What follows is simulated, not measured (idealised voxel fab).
Process module in this document: voxel ribs on slabs
This is section cut - it's 270 nm across, gridded in 5 nm square cells.
Cross-sections here: square-cell grids, written as top-down lists of bands, a band being one or more rows of cells.
Top height, bottom height, nm. Materials left to right, width each, nm. Single material + "all across" = fills band edge to edge. "blank" = empty.
The reference from which all heights are counted is 0, the level beneath which the as-received wafer is entirely one material; the lowest band, having no lower bound, proceeds downward and is written after the example "0 -> down".
Note: "30 to 40" means the width goes from the first number (top row of the band) to the second number (bottom row) in equal steps per row of cells.
Reading "left unchanged" for a step: not a cell of the cross-section changed in it.
You'll see "Enclosed empty spaces" listing empty spaces that have no way open to the top, as long as they're 8 cells or more; the notation is width x height at distance, where the distance is from the left edge, and all of it is in nm.
It should be noted that, on the line of a given step, the content following the step's settings is a remark produced by the simulator itself with respect to that step.
When a step includes a mask, the "overlay nm" setting on its line states how far to the right of its planned place that mask lay, and negative values state how far to the left.

## Here's what the planned process steps look like
1: RECEIVE,material Si
2: DIRECTIONAL_DEP,material SiO2,thk nm 30
3: DIRECTIONAL_DEP,material SiN,thk nm 20
4: DIRECTIONAL_DEP,material aC,thk nm 10
5: PATTERN,tone cover,mask id RIB,material resist,width nm 15,thk nm 30,overlay nm 0
6: DIRECTIONAL_ETCH,etch materials aC,depth nm 10
7: STRIP,etch materials resist
8: DIRECTIONAL_ETCH,etch materials SiN,depth nm 15
9: STRIP,etch materials aC
10: MASKED_ETCH,tone cover,mask id SLAB,width nm 75,etch materials SiN,depth nm 5,overlay nm 0
11: FILL_DEP,material SiO2,thk nm 25
12: CMP,height nm 70
13: DIRECTIONAL_DEP,material W,thk nm 5
14: MASKED_ETCH,tone cover,mask id HEATER,width nm 25,etch materials W,depth nm 5,overlay nm 0
15: CONFORMAL_DEP,material SiO2,thk nm 5

## Wafer as received: cross-section following step 1
	0 -> down | Si all across
	Enclosed empty spaces: none

## Run as planned - first of the two wafers cross-sectioned at the end of the module
	80 -> 75 | blank: 115; SiO2: 35; blank: 120
	75 -> 70 | SiO2: 120; W: 25; SiO2: 125
	70 -> 50 | SiO2 all across
	50 -> 35 | SiO2: 125; SiN: 15; SiO2: 130
	35 -> 30 | SiO2: 95; SiN: 75; SiO2: 100
	30 -> 0 | SiO2 all across
	0 -> down | Si all across
	Enclosed empty spaces: none

## This cross-section belongs to the second wafer of two at the end of the module; the start and the plan were shared with the first, and the run included one mistake
	80 -> 75 | blank: 115; SiO2: 35; blank: 120
	75 -> 70 | SiO2: 120; W: 25; SiO2: 125
	70 -> 50 | SiO2 all across
	50 -> 35 | SiO2: 125; SiN: 15; SiO2: 130
	35 -> 30 | SiO2: 95; SiN: 75; SiO2: 100
	30 -> 0 | aC all across
	0 -> down | Si all across
	Enclosed empty spaces: none
what went wrong: step 2 went in with a setting other than planned; the actual run was DIRECTIONAL_DEP,material aC,thk nm 30
The closing comparison, in cells, has the second wafer with more or fewer of some materials than the first: SiO2 -324 | aC +324
